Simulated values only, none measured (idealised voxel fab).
process module | voxel gate over fins
cross-section cut | 255 nm wide | cells 5 nm
A cross-section is a grid of square cells, given in bands from the top down. A band is one or more rows of cells.
Each band's line starts with the height of the band's top and of its bottom, in nm. Then come its materials from left to right, each with its width in nm. One material with "throughout" fills the band from edge to edge. "air" is empty space.
Height 0 is the level under which the wafer as received is all one material. The lowest band goes on downwards, as in "0 down".
A width such as "30 to 40" changes by the same amount from each row of cells to the next, from the band's top row to its bottom row.
"no change" after a step means that no cell of the cross-section changed.
closed voids: empty space of 8 cells or more with no open way to the top, each as width x height at its distance from the left edge, in nm
after a step's settings: what the simulator itself notes on the step
overlay nm, on a step with a mask: how far to the right of its planned place the mask lay; to the left if negative
plan
1 op RECEIVE | material Si
2 op CONFORMAL_DEP | material SiN | thk nm 5
3 op DIRECTIONAL_DEP | material aC | thk nm 15
4 op PATTERN | tone cover | mask id FINS | material resist | width nm 15 | pitch nm 35 | thk nm 35 | overlay nm 0
5 op DIRECTIONAL_ETCH | etch materials aC | depth nm 15
6 op STRIP | etch materials resist
7 op DIRECTIONAL_ETCH | etch materials SiN | depth nm 5
8 op DIRECTIONAL_ETCH | etch materials Si | depth nm 30
9 op STRIP | etch materials aC
10 op FILL_DEP | material SiO2 | thk nm 15
11 op CMP | height nm 5
12 op SELECTIVE_ETCH | etch materials SiO2 | depth nm 15
13 op STRIP | etch materials SiN
14 op CONFORMAL_DEP | material HfO2 | thk nm 5
15 op CONFORMAL_DEP | material TiN | thk nm 5
16 op CONFORMAL_DEP | material TiAl | thk nm 5
17 op CONFORMAL_DEP | material TiN | thk nm 5
18 op FILL_DEP | material W | thk nm 15
19 op CMP | height nm 30
20 op CONFORMAL_DEP | material SiN | thk nm 10
as received, after step 1
  0 down: Si throughout
  closed voids: none
first wafer at the end, as planned
  40 to 30: SiN throughout
  30 to 20: W throughout
  20 to 15: W 45 | TiN 160 | W 50
  15 to 10: W 45 | TiN 5 | TiAl 150 | TiN 5 | W 50
  10 to 5: TiN 50 | TiAl 5 | TiN 140 | TiAl 5 | TiN 55
  5 to 0: TiAl 55 | TiN 5 | HfO2 25 | TiN 10 | HfO2 25 | TiN 10 | HfO2 25 | TiN 10 | HfO2 25 | TiN 5 | TiAl 60
  0 to -5: TiN 60 | HfO2 5 | Si 15 | HfO2 5 | TiN 10 | HfO2 5 | Si 15 | HfO2 5 | TiN 10 | HfO2 5 | Si 15 | HfO2 5 | TiN 10 | HfO2 5 | Si 15 | HfO2 5 | TiN 65
  -5 to -10: HfO2 65 | Si 15 | HfO2 20 | Si 15 | HfO2 20 | Si 15 | HfO2 20 | Si 15 | HfO2 70
  -10 to -30: SiO2 65 | Si 15 | SiO2 20 | Si 15 | SiO2 20 | Si 15 | SiO2 20 | Si 15 | SiO2 70
  -30 down: Si throughout
  closed voids: none
second wafer at the end: like start, like plan, one mistake
  40 to 30: SiN throughout
  30 to 20: W throughout
  20 to 15: W 55 | TiN 160 | W 40
  15 to 10: W 55 | TiN 5 | TiAl 150 | TiN 5 | W 40
  10 to 5: TiN 60 | TiAl 5 | TiN 140 | TiAl 5 | TiN 45
  5 to 0: TiAl 65 | TiN 5 | HfO2 25 | TiN 10 | HfO2 25 | TiN 10 | HfO2 25 | TiN 10 | HfO2 25 | TiN 5 | TiAl 50
  0 to -5: TiN 70 | HfO2 5 | Si 15 | HfO2 5 | TiN 10 | HfO2 5 | Si 15 | HfO2 5 | TiN 10 | HfO2 5 | Si 15 | HfO2 5 | TiN 10 | HfO2 5 | Si 15 | HfO2 5 | TiN 55
  -5 to -10: HfO2 75 | Si 15 | HfO2 20 | Si 15 | HfO2 20 | Si 15 | HfO2 20 | Si 15 | HfO2 60
  -10 to -30: SiO2 75 | Si 15 | SiO2 20 | Si 15 | SiO2 20 | Si 15 | SiO2 20 | Si 15 | SiO2 60
  -30 down: Si throughout
  closed voids: none
what went wrong: step 4 ran as: op PATTERN | tone cover | mask id FINS | material resist | width nm 15 | pitch nm 35 | thk nm 35 | overlay nm 10
at the end the second wafer has, in cells: as many of each material as the first, in other places
